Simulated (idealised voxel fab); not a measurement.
The following is a process module called voxel tone inversion.
Cross-section cut: width 160 nm, square cells of 5 nm.
A cross-section is written here as square cells arranged in a grid, and it is given in bands from the top down, each band taking up one or more rows of cells.
Look at the band entry: it leads with the top's height and the bottom's height in nm. Then it lists the materials left to right, with a width in nm for each. The word "everywhere" on a single material says that material fills the band edge to edge. The word "blank" is empty space.
Where do heights start? At 0: under that level the wafer as delivered is made of one material only. And the lowest band has no floor; it just carries on downward, as in "0..down".
Quick explanation for "30 to 40": the width changes in equal steps down the rows of cells, from the first number in the band's top row to the second number in its bottom row.
A step reported as "nothing altered" is a step in which no cell of the cross-section changed.
"Closed void list": sealed empty spaces, 8 cells or more, no open way to top, listed width x height at distance, with distance from the left edge and width, height and distance in nm.
Read whatever lies past the settings on a step's line as the simulator's own remark about the step.
What "overlay nm" on a step's line means: if the step has a mask, that mask lay this far to the right of its planned place, or, when the value is negative, to the left.
[Planned step list for the process]
step 1: RECEIVE, material Si
step 2: CONFORMAL_DEP, material SiCN, thk nm 5
step 3: DIRECTIONAL_DEP, material aC, thk nm 25
step 4: PATTERN, tone cover, mask id POSTS, material resist, width nm 25, pitch nm 40, thk nm 30, overlay nm 0
step 5: DIRECTIONAL_ETCH, etch materials aC, depth nm 25
step 6: STRIP, etch materials resist
step 7: FILL_DEP, material SiO2, thk nm 5
step 8: CMP, height nm 30
step 9: STRIP, etch materials aC
[First of the two wafers, run per plan]
[Incoming wafer, cross-sectional view, post step 1]
- 0..down = Si everywhere
- Closed void list: none
[State of the wafer after step 2, shown in cross-section]
- 5..0 = SiCN everywhere
- Heights below 0 show no change.
[State of the wafer after step 3, shown in cross-section]
- 30..5 = aC everywhere
- Heights below 5 show no change.
[State of the wafer after step 4, shown in cross-section]
- 60..30 = 25 blank  25 resist  15 blank  25 resist  15 blank  25 resist  30 blank
- Heights below 30 show no change.
[State of the wafer after step 5, shown in cross-section]
- 35..30 = 25 blank  25 resist  15 blank  25 resist  15 blank  25 resist  30 blank
- 30..5 = 25 blank  25 aC  15 blank  25 aC  15 blank  25 aC  30 blank
- Heights below 5 show no change.
[State of the wafer after step 6, shown in cross-section]
- 30..5 = 25 blank  25 aC  15 blank  25 aC  15 blank  25 aC  30 blank
- Heights below 5 show no change.
[State of the wafer after step 7, shown in cross-section]
- 35..30 = SiO2 everywhere
- 30..5 = 25 SiO2  25 aC  15 SiO2  25 aC  15 SiO2  25 aC  30 SiO2
- Heights below 5 show no change.
[State of the wafer after step 8, shown in cross-section]
- 30..5 = 25 SiO2  25 aC  15 SiO2  25 aC  15 SiO2  25 aC  30 SiO2
- Heights below 5 show no change.
[State of the wafer after step 9, shown in cross-section]
- 30..5 = 25 SiO2  25 blank  15 SiO2  25 blank  15 SiO2  25 blank  30 SiO2
- Heights below 5 show no change.
[The second wafer: identical to the first at the outset and in its planned sequence, differing only in that one mistake was made during processing; up to and including step 3, its path is the first wafer's path]
[Second wafer profile in section, at the moment step 4 of the plan was meant to be complete]
- 60..30 = 20 blank  25 resist  15 blank  25 resist  15 blank  25 resist  35 blank
- Heights below 30 show no change.
[Second wafer profile in section, at the moment step 5 of the plan was meant to be complete]
- 35..30 = 20 blank  25 resist  15 blank  25 resist  15 blank  25 resist  35 blank
- 30..5 = 20 blank  25 aC  15 blank  25 aC  15 blank  25 aC  35 blank
- Heights below 5 show no change.
[Second wafer profile in section, at the moment step 6 of the plan was meant to be complete]
- 30..5 = 20 blank  25 aC  15 blank  25 aC  15 blank  25 aC  35 blank
- Heights below 5 show no change.
[Second wafer profile in section, at the moment step 7 of the plan was meant to be complete]
- 35..30 = SiO2 everywhere
- 30..5 = 20 SiO2  25 aC  15 SiO2  25 aC  15 SiO2  25 aC  35 SiO2
- Heights below 5 show no change.
[Second wafer profile in section, at the moment step 8 of the plan was meant to be complete]
- 30..5 = 20 SiO2  25 aC  15 SiO2  25 aC  15 SiO2  25 aC  35 SiO2
- Heights below 5 show no change.
[Second wafer profile in section, at the moment step 9 of the plan was meant to be complete]
- 30..5 = 20 SiO2  25 blank  15 SiO2  25 blank  15 SiO2  25 blank  35 SiO2
- Heights below 5 show no change.
What was done differently from what was planned? step 4 was processed under conditions differing from the plan, specifically as PATTERN, tone cover, mask id POSTS, material resist, width nm 25, pitch nm 40, thk nm 30, overlay nm -5
So at the finish, the second wafer's got exactly as many cells of each material as the first, just not in the same spots.
